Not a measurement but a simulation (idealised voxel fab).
Name of the process module below: voxel released beams
The width of the displayed cross-section, cut, is 230 nm; its cells are square, with a size of 5 nm.
Just so we're on the same page, the cross-sections are grids of square cells, and they're listed out in bands top to bottom, each band one or more rows deep. Quick guide to a band line: top height, bottom height (nm) up front; then every material left to right with its width in nm. Only one material and it's marked "all across"? Then it fills the band edge to edge. And "air" just means empty space. The reference from which all heights are counted is 0, the level beneath which the as-received wafer is entirely one material; the lowest band, having no lower bound, proceeds downward and is written after the example "top 0, no bottom". Width "30 to 40": first value at the band's top row of cells, second value at its bottom row, equal change from row to row. For the purposes of this document, the phrase "everything unchanged" attached to a step denotes that no cell within the cross-section was modified by that step. "Tabulated closed voids" - sealed voids, min. 8 cells, no opening to top; format: width x height at distance (distance from left edge; nm throughout). Anything after a step's settings on that line? It's the simulator's own note about the step. A step line may carry the setting "overlay nm", which, for steps involving a mask, states the distance by which the mask lay to the right of its intended position; negative values denote displacement to the left.

THE FOLLOWING LIST GIVES THE PLANNED PROCESS STEPS
step 1: RECEIVE (material Si)
step 2: CONFORMAL_DEP (material SiN; thk nm 10)
step 3: DIRECTIONAL_DEP (material SiO2; thk nm 20)
step 4: PATTERN (tone open; mask id ANCHOR; material resist; width nm 25; thk nm 15; overlay nm 0)
step 5: DIRECTIONAL_ETCH (etch materials SiO2; depth nm 20)
step 6: STRIP (etch materials resist)
step 7: CONFORMAL_DEP (material polySi; thk nm 10)
step 8: PATTERN (tone cover; mask id BEAM; material resist; width nm 90; thk nm 20; overlay nm 0)
step 9: DIRECTIONAL_ETCH (etch materials polySi; depth nm 10)
step 10: STRIP (etch materials resist)
step 11: STRIP (etch materials SiO2)

THE FOLLOWING PERTAINS TO THE FIRST OF TWO WAFERS, WHICH WAS PROCESSED AS PLANNED

RECEIVED-STATE CROSS-SECTION, REFLECTING COMPLETION OF STEP 1
    top 0, no bottom | Si all across
    Tabulated closed voids: none

CROSS-SECTION THROUGH THE WAFER, STEP 2 FINISHED
    top 10, bottom 0 | SiN all across
    Lower than 0, everything is as it was.

CROSS-SECTION THROUGH THE WAFER, STEP 3 FINISHED
    top 30, bottom 10 | SiO2 all across
    Lower than 10, everything is as it was.

CROSS-SECTION THROUGH THE WAFER, STEP 4 FINISHED
    top 45, bottom 30 | resist (70) | air (25) | resist (135)
    Lower than 30, everything is as it was.

CROSS-SECTION THROUGH THE WAFER, STEP 5 FINISHED
    top 45, bottom 30 | resist (70) | air (25) | resist (135)
    top 30, bottom 10 | SiO2 (70) | air (25) | SiO2 (135)
    Lower than 10, everything is as it was.

CROSS-SECTION THROUGH THE WAFER, STEP 6 FINISHED
    top 30, bottom 10 | SiO2 (70) | air (25) | SiO2 (135)
    Lower than 10, everything is as it was.

CROSS-SECTION THROUGH THE WAFER, STEP 7 FINISHED
    top 40, bottom 30 | polySi (80) | air (5) | polySi (145)
    top 30, bottom 20 | SiO2 (70) | polySi (10) | air (5) | polySi (10) | SiO2 (135)
    top 20, bottom 10 | SiO2 (70) | polySi (25) | SiO2 (135)
    Lower than 10, everything is as it was.

CROSS-SECTION THROUGH THE WAFER, STEP 8 FINISHED
    top 60, bottom 40 | air (65) | resist (90) | air (75)
    top 40, bottom 30 | polySi (80) | resist (5) | polySi (145)
    top 30, bottom 20 | SiO2 (70) | polySi (10) | resist (5) | polySi (10) | SiO2 (135)
    Lower than 20, everything is as it was.

CROSS-SECTION THROUGH THE WAFER, STEP 9 FINISHED
    top 60, bottom 40 | air (65) | resist (90) | air (75)
    top 40, bottom 30 | air (65) | polySi (15) | resist (5) | polySi (70) | air (75)
    Lower than 30, everything is as it was.

CROSS-SECTION THROUGH THE WAFER, STEP 10 FINISHED
    top 40, bottom 30 | air (65) | polySi (15) | air (5) | polySi (70) | air (75)
    top 30, bottom 20 | SiO2 (70) | polySi (10) | air (5) | polySi (10) | SiO2 (135)
    Lower than 20, everything is as it was.

CROSS-SECTION THROUGH THE WAFER, STEP 11 FINISHED
    top 40, bottom 30 | air (65) | polySi (15) | air (5) | polySi (70) | air (75)
    top 30, bottom 20 | air (70) | polySi (10) | air (5) | polySi (10) | air (135)
    top 20, bottom 10 | air (70) | polySi (25) | air (135)
    Lower than 10, everything is as it was.

FOR THE SECOND WAFER, TAKE THE FIRST WAFER'S START AND PLAN, THEN ADD ONE MISTAKE MADE IN RUNNING IT; EVERYTHING THROUGH STEP 1, THAT STEP INCLUDED, IS SHARED WITH THE FIRST

HERE IS THE SECOND WAFER IN CROSS-SECTION AT THE POINT WHERE STEP 2 OF THE PLAN SHOULD HAVE BEEN DONE
    top 5, bottom 0 | SiN all across
    Lower than 0, everything is as it was.

HERE IS THE SECOND WAFER IN CROSS-SECTION AT THE POINT WHERE STEP 3 OF THE PLAN SHOULD HAVE BEEN DONE
    top 25, bottom 5 | SiO2 all across
    Lower than 5, everything is as it was.

HERE IS THE SECOND WAFER IN CROSS-SECTION AT THE POINT WHERE STEP 4 OF THE PLAN SHOULD HAVE BEEN DONE
    top 40, bottom 25 | resist (70) | air (25) | resist (135)
    Lower than 25, everything is as it was.

HERE IS THE SECOND WAFER IN CROSS-SECTION AT THE POINT WHERE STEP 5 OF THE PLAN SHOULD HAVE BEEN DONE
    top 40, bottom 25 | resist (70) | air (25) | resist (135)
    top 25, bottom 5 | SiO2 (70) | air (25) | SiO2 (135)
    Lower than 5, everything is as it was.

HERE IS THE SECOND WAFER IN CROSS-SECTION AT THE POINT WHERE STEP 6 OF THE PLAN SHOULD HAVE BEEN DONE
    top 25, bottom 5 | SiO2 (70) | air (25) | SiO2 (135)
    Lower than 5, everything is as it was.

HERE IS THE SECOND WAFER IN CROSS-SECTION AT THE POINT WHERE STEP 7 OF THE PLAN SHOULD HAVE BEEN DONE
    top 35, bottom 25 | polySi (80) | air (5) | polySi (145)
    top 25, bottom 15 | SiO2 (70) | polySi (10) | air (5) | polySi (10) | SiO2 (135)
    top 15, bottom 5 | SiO2 (70) | polySi (25) | SiO2 (135)
    Lower than 5, everything is as it was.

HERE IS THE SECOND WAFER IN CROSS-SECTION AT THE POINT WHERE STEP 8 OF THE PLAN SHOULD HAVE BEEN DONE
    top 55, bottom 35 | air (65) | resist (90) | air (75)
    top 35, bottom 25 | polySi (80) | resist (5) | polySi (145)
    top 25, bottom 15 | SiO2 (70) | polySi (10) | resist (5) | polySi (10) | SiO2 (135)
    Lower than 15, everything is as it was.

HERE IS THE SECOND WAFER IN CROSS-SECTION AT THE POINT WHERE STEP 9 OF THE PLAN SHOULD HAVE BEEN DONE
    top 55, bottom 35 | air (65) | resist (90) | air (75)
    top 35, bottom 25 | air (65) | polySi (15) | resist (5) | polySi (70) | air (75)
    Lower than 25, everything is as it was.

HERE IS THE SECOND WAFER IN CROSS-SECTION AT THE POINT WHERE STEP 10 OF THE PLAN SHOULD HAVE BEEN DONE
    top 35, bottom 25 | air (65) | polySi (15) | air (5) | polySi (70) | air (75)
    top 25, bottom 15 | SiO2 (70) | polySi (10) | air (5) | polySi (10) | SiO2 (135)
    Lower than 15, everything is as it was.

HERE IS THE SECOND WAFER IN CROSS-SECTION AT THE POINT WHERE STEP 11 OF THE PLAN SHOULD HAVE BEEN DONE
    top 35, bottom 25 | air (65) | polySi (15) | air (5) | polySi (70) | air (75)
    top 25, bottom 15 | air (70) | polySi (10) | air (5) | polySi (10) | air (135)
    top 15, bottom 5 | air (70) | polySi (25) | air (135)
    Lower than 5, everything is as it was.
The mistake made against the process plan was this: for step 2, the planned setting was not used; the step was instead run as CONFORMAL_DEP (material SiN; thk nm 5)
End check, counted in cells, second wafer has more or fewer of these materials than the first: -46 SiN
